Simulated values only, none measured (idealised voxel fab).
Process module under the name voxel tone inversion
Displayed cross-section: cut, width of 230 nm, square cells sized 5 nm.
Cross-section, as written here: a square-cell grid given band by band from the top down, where a band holds one or more rows of cells.
For a band, the entry starts with two heights in nm, that of the top and then that of the bottom, and carries on with the band's materials in order from left to right, each alongside its width in nm; the word "full width" beside a single material means it fills the band edge to edge, and "empty" means empty space.
All heights in this document are referenced to 0, defined as the level beneath which the wafer, as received, consists entirely of one material. The lowest band is not bounded below; it extends indefinitely downward and is written in the form "0 -> down".
You'd read "30..40" like this: the band's top row of cells is as wide as the first number, its bottom row is as wide as the second, and going down, every row changes width by the same amount as the row before did.
Where a step carries "all unchanged", the cross-section came out of it unchanged, cell for cell.
"Sealed void listing" lists enclosed empty spaces (at least 8 cells, no open path upward to the top), each as width x height at distance from the left edge, in nm.
Read whatever lies past the settings on a step's line as the simulator's own remark about the step.
overlay nm: where the mask lay relative to plan, measured to the right, on steps with a mask; negatives go left.
**Process steps (planned)**
1 RECEIVE | material Si
2 CONFORMAL_DEP | material SiN | thk nm 5
3 DIRECTIONAL_DEP | material aC | thk nm 15
4 PATTERN | tone cover | mask id POSTS | material resist | width nm 25 | pitch nm 40 | thk nm 20 | overlay nm 0
5 DIRECTIONAL_ETCH | etch materials aC | depth nm 15
6 STRIP | etch materials resist
7 FILL_DEP | material lowk | thk nm 10
8 CMP | height nm 20
9 STRIP | etch materials aC
10 CONFORMAL_DEP | material TiN | thk nm 5
11 FILL_DEP | material Ru | thk nm 5
12 CMP | height nm 20
13 CONFORMAL_DEP | material SiN | thk nm 5
**Cross-section, incoming material, after step 1**
* 0 -> down: Si full width
* Sealed void listing: none
**Wafer cross-section at end of module: start and plan as shown above, one execution error**
* 25 -> 20: SiN full width
* 20 -> 5: TiN full width
* 5 -> 0: SiN full width
* 0 -> down: Si full width
* Sealed void listing: none
Here's what went sideways: step 3 deviated from plan and actually ran as DIRECTIONAL_DEP | material TiN | thk nm 15
